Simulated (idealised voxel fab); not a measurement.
This section sets out a process module, namely voxel quadruple lines.
We display cut, a cross-section 260 nm in width whose square cells are each 5 nm.
Throughout this document, each cross-section is represented as a grid of square cells and is presented as a sequence of bands enumerated from the top downward, where a band comprises one or more rows of cells.
What a band's entry tells you: where the top is and where the bottom is, as heights in nm, and after that what lies inside, material by material from left to right, each with its width in nm. Empty space is written as the word "air", and a single material marked with the word "full width" occupies the band from edge to edge.
A quick word on heights: they are counted from 0, and under that level the wafer as it came to us is one material throughout. The lowest band is different from the rest in having no bottom; it simply continues downward, written as in "top 0, no bottom".
The width entry "30..40" should be interpreted row by row: the top row of cells in the band takes the first number, the bottom row takes the second number, and the change between adjacent rows is uniform throughout.
The cross-section has no changed cell in any step marked "nothing was modified".
Under "Fully sealed voids" you'll find the enclosed gaps, the ones with no way out to the top, that are 8 cells or bigger; each reads width x height at distance, with distance counted from the left edge, everything in nm.
The remark found on a step's line after its settings is issued by the simulator itself and pertains to that step.
overlay nm: how far to the right of its planned place the mask lay on this masked step (negative: to the left).
-- Planned step list for the process
- 1: RECEIVE, material Si
- 2: CONFORMAL_DEP, material Al2O3, thk nm 5
- 3: DIRECTIONAL_DEP, material Ru, thk nm 10
- 4: DIRECTIONAL_DEP, material polySi, thk nm 15
- 5: DIRECTIONAL_DEP, material aC, thk nm 25
- 6: PATTERN, tone cover, mask id MANDREL, material resist, width nm 30, pitch nm 80, thk nm 35, overlay nm 0
- 7: DIRECTIONAL_ETCH, etch materials aC, depth nm 25
- 8: STRIP, etch materials resist
- 9: CONFORMAL_DEP, material SiO2, thk nm 10
- 10: DIRECTIONAL_ETCH, etch materials SiO2, depth nm 10
- 11: STRIP, etch materials aC
- 12: DIRECTIONAL_ETCH, etch materials polySi, depth nm 15
- 13: STRIP, etch materials SiO2
- 14: CONFORMAL_DEP, material SiCN, thk nm 10
- 15: DIRECTIONAL_ETCH, etch materials SiCN, depth nm 10
- 16: STRIP, etch materials polySi
- 17: DIRECTIONAL_ETCH, etch materials Ru, depth nm 10
- 18: STRIP, etch materials SiCN
-- As received (post step 1): cross-section
> top 0, no bottom: Si full width
> Fully sealed voids: none
-- Looking at the first of two wafers in cross-section at end of module - ran to plan
> top 15, bottom 5: 55 air  10 Ru  10 air  10 Ru  10 air  10 Ru  10 air  10 Ru  10 air  10 Ru  10 air  10 Ru  10 air  10 Ru  10 air  10 Ru  55 air
> top 5, bottom 0: Al2O3 full width
> top 0, no bottom: Si full width
> Fully sealed voids: none
-- Wafer two cross-section, module end. Start and plan unchanged from wafer one; one mistake made during the run
> top 15, bottom 5: 55 air  30 Ru  10 air  30 Ru  10 air  30 Ru  10 air  30 Ru  55 air
> top 5, bottom 0: Al2O3 full width
> top 0, no bottom: Si full width
> Fully sealed voids: none
Which mistake was made when the wafer was run? ran 16 and 17 in swapped order versus the plan
Per the end-of-run cell counts, the second wafer holds more or fewer of some materials than the first: 16 more of Ru
